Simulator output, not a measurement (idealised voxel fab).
Module name: voxel wiring stack (process module)
Section shown: cut. Width: 260 nm. Cell size: 5 nm, square.
A cross-section is written here as square cells arranged in a grid, and it is given in bands from the top down, each band taking up one or more rows of cells. Heads up on the band format: heights come first, top then bottom, in nm. After that it's the materials left to right, each with its width in nm. A single material flagged "full width" fills the whole band edge to edge, and "air" means there's empty space there. Basically, 0 is our baseline, since under it the wafer straight out of the box is all one material. The bottom band has no lower end and keeps on going down, so it looks like "0 nm and below". Width "30..40": first value at the band's top row of cells, second value at its bottom row, equal change from row to row. "stayed the same" for a step: no cell of the cross-section changed in that step. Reported under the label "Trapped voids" are the empty spaces having no open way to the top and comprising 8 cells or more; the notation for each is width x height at distance, in which the distance is measured from the left edge and all three values are in nm. after a step's settings: what the simulator itself notes on the step. "overlay nm" answers the question of how far to the right of plan the mask lay on a step that has a mask, and when it is negative the answer is to the left.

THE PROCESS STEPS THAT WERE PLANNED ARE LISTED BELOW
1) RECEIVE | material Si
2) CONFORMAL_DEP | material SiO2 | thk nm 10
3) DIRECTIONAL_DEP | material TiN | thk nm 5
4) DIRECTIONAL_DEP | material W | thk nm 25
5) MASKED_ETCH | tone cover | mask id METAL_1 | width nm 20 | pitch nm 50 | etch materials W | depth nm 25 | overlay nm 0
6) MASKED_ETCH | tone cover | mask id METAL_1 | width nm 20 | pitch nm 50 | etch materials TiN | depth nm 5 | overlay nm 0
7) CONFORMAL_DEP | material SiN | thk nm 5
8) FILL_DEP | material lowk | thk nm 10
9) CMP | height nm 40
10) CONFORMAL_DEP | material SiCN | thk nm 5
11) DIRECTIONAL_DEP | material lowk | thk nm 15
12) MASKED_ETCH | tone open | mask id PLUG_1 | width nm 15 | pitch nm 100 | etch materials lowk | depth nm 15 | overlay nm 0
13) MASKED_ETCH | tone open | mask id PLUG_1 | width nm 15 | pitch nm 100 | etch materials SiCN | depth nm 5 | overlay nm 0
14) CONFORMAL_DEP | material TiN | thk nm 5
15) FILL_DEP | material Cu | thk nm 5
16) CMP | height nm 60
17) CONFORMAL_DEP | material SiCN | thk nm 5
18) DIRECTIONAL_DEP | material SiO2 | thk nm 25
19) DIRECTIONAL_DEP | material aC | thk nm 15
20) PATTERN | tone open | mask id METAL_2 | material resist | width nm 15 | pitch nm 50 | thk nm 30 | overlay nm 0
21) DIRECTIONAL_ETCH | etch materials aC | depth nm 15
22) STRIP | etch materials resist
23) DIRECTIONAL_ETCH | etch materials SiO2 | depth nm 25
24) DIRECTIONAL_ETCH | etch materials SiCN | depth nm 5
25) STRIP | etch materials aC
26) CONFORMAL_DEP | material TiN | thk nm 5
27) FILL_DEP | material Ru | thk nm 10
28) CMP | height nm 90
29) CONFORMAL_DEP | material SiCN | thk nm 5
30) DIRECTIONAL_DEP | material SiO2 | thk nm 20
31) MASKED_ETCH | tone open | mask id PLUG_2 | width nm 15 | pitch nm 50 | etch materials SiO2 | depth nm 20 | overlay nm 0
32) MASKED_ETCH | tone open | mask id PLUG_2 | width nm 15 | pitch nm 50 | etch materials SiCN | depth nm 5 | overlay nm 0
33) CONFORMAL_DEP | material TiN | thk nm 5
34) FILL_DEP | material W | thk nm 5
35) CMP | height nm 115
36) CONFORMAL_DEP | material SiCN | thk nm 5
37) DIRECTIONAL_DEP | material SiO2 | thk nm 20
38) PATTERN | tone open | mask id METAL_3 | material resist | width nm 20 | pitch nm 50 | thk nm 15 | overlay nm 0
39) DIRECTIONAL_ETCH | etch materials SiO2 | depth nm 20
40) DIRECTIONAL_ETCH | etch materials SiCN | depth nm 5
41) STRIP | etch materials resist
42) CONFORMAL_DEP | material TiN | thk nm 5
43) FILL_DEP | material Ru | thk nm 5
44) CMP | height nm 140
45) EPI | material Ru | thk nm 5
46) FILL_DEP | material SiCN | thk nm 5
Where the wafers of this document differ is in the width nm of step 20; they start out the same, and the plan states the value that applied to the first wafer.

AFTER STEP 1, AS RECEIVED: FIRST OF SEVERAL WAFERS, CROSS-SECTION
    0 nm and below  Si full width
    Trapped voids: none

FIRST OF SEVERAL WAFERS, SECTIONED AT END OF MODULE (LAST STEP: STEP 46)
    150 nm to 145 nm  SiCN full width
    145 nm to 140 nm  SiCN=65; Ru=30; SiCN=20; Ru=30; SiCN=20; Ru=30; SiCN=65
    140 nm to 120 nm  SiO2=70; TiN=5; Ru=10; TiN=5; SiO2=30; TiN=5; Ru=10; TiN=5; SiO2=30; TiN=5; Ru=10; TiN=5; SiO2=70
    120 nm to 115 nm  SiCN=70; TiN=20; SiCN=30; TiN=20; SiCN=30; TiN=20; SiCN=70
    115 nm to 95 nm  SiO2=70; TiN=5; W=5; TiN=5; SiO2=35; TiN=5; W=5; TiN=5; SiO2=35; TiN=5; W=5; TiN=5; SiO2=75
    95 nm to 90 nm  SiCN=70; TiN=15; SiCN=35; TiN=15; SiCN=35; TiN=15; SiCN=75
    90 nm to 65 nm  SiO2=75; TiN=5; Ru=5; TiN=5; SiO2=35; TiN=5; Ru=5; TiN=5; SiO2=35; TiN=5; Ru=5; TiN=5; SiO2=70
    65 nm to 60 nm  SiCN=75; TiN=15; SiCN=35; TiN=15; SiCN=35; TiN=15; SiCN=70
    60 nm to 45 nm  lowk=70; TiN=5; Cu=5; TiN=5; lowk=85; TiN=5; Cu=5; TiN=5; lowk=75
    45 nm to 40 nm  SiCN=70; TiN=15; SiCN=85; TiN=15; SiCN=75
    40 nm to 15 nm  lowk=65; SiN=5; W=20; SiN=5; lowk=20; SiN=5; W=20; SiN=5; lowk=20; SiN=5; W=20; SiN=5; lowk=65
    15 nm to 10 nm  SiN=70; TiN=20; SiN=30; TiN=20; SiN=30; TiN=20; SiN=70
    10 nm to 0 nm  SiO2 full width
    0 nm and below  Si full width
    Trapped voids: none

SECTIONAL VIEW OF THE LAST WAFER UPON COMPLETION OF THE MODULE
    150 nm to 145 nm  SiCN full width
    145 nm to 140 nm  SiCN=65; Ru=30; SiCN=20; Ru=30; SiCN=20; Ru=30; SiCN=65
    140 nm to 120 nm  SiO2=70; TiN=5; Ru=10; TiN=5; SiO2=30; TiN=5; Ru=10; TiN=5; SiO2=30; TiN=5; Ru=10; TiN=5; SiO2=70
    120 nm to 115 nm  SiCN=70; TiN=20; SiCN=30; TiN=20; SiCN=30; TiN=20; SiCN=70
    115 nm to 95 nm  SiO2=70; TiN=5; W=5; TiN=5; SiO2=35; TiN=5; W=5; TiN=5; SiO2=35; TiN=5; W=5; TiN=5; SiO2=75
    95 nm to 90 nm  SiCN=70; TiN=15; SiCN=35; TiN=15; SiCN=35; TiN=15; SiCN=75
    90 nm to 65 nm  SiO2=65; TiN=5; Ru=25; TiN=5; SiO2=15; TiN=5; Ru=25; TiN=5; SiO2=15; TiN=5; Ru=25; TiN=5; SiO2=60
    65 nm to 60 nm  SiCN=65; TiN=35; SiCN=15; TiN=35; SiCN=15; TiN=35; SiCN=60
    60 nm to 45 nm  lowk=70; TiN=5; Cu=5; TiN=5; lowk=85; TiN=5; Cu=5; TiN=5; lowk=75
    45 nm to 40 nm  SiCN=70; TiN=15; SiCN=85; TiN=15; SiCN=75
    40 nm to 15 nm  lowk=65; SiN=5; W=20; SiN=5; lowk=20; SiN=5; W=20; SiN=5; lowk=20; SiN=5; W=20; SiN=5; lowk=65
    15 nm to 10 nm  SiN=70; TiN=20; SiN=30; TiN=20; SiN=30; TiN=20; SiN=70
    10 nm to 0 nm  SiO2 full width
    0 nm and below  Si full width
    Trapped voids: none

GAINED (+) OR LOST (-) CELLS OF EACH MATERIAL SINCE RECEIPT, THEN CLOSED VOIDS: ONE ROW PER WAFER, AT THE END OF THE MODULE
width nm 15; +6 Cu; +57 Ru; +258 SiCN; +70 SiN; +651 SiO2; +138 TiN; +72 W; +308 lowk; Trapped voids: none
width nm 20; +6 Cu; +72 Ru; +255 SiCN; +70 SiN; +636 SiO2; +141 TiN; +72 W; +308 lowk; Trapped voids: none
width nm 25; +6 Cu; +87 Ru; +252 SiCN; +70 SiN; +621 SiO2; +144 TiN; +72 W; +308 lowk; Trapped voids: none
width nm 30; +6 Cu; +102 Ru; +249 SiCN; +70 SiN; +606 SiO2; +147 TiN; +72 W; +308 lowk; Trapped voids: none
width nm 35; +6 Cu; +117 Ru; +246 SiCN; +70 SiN; +591 SiO2; +150 TiN; +72 W; +308 lowk; Trapped voids: none
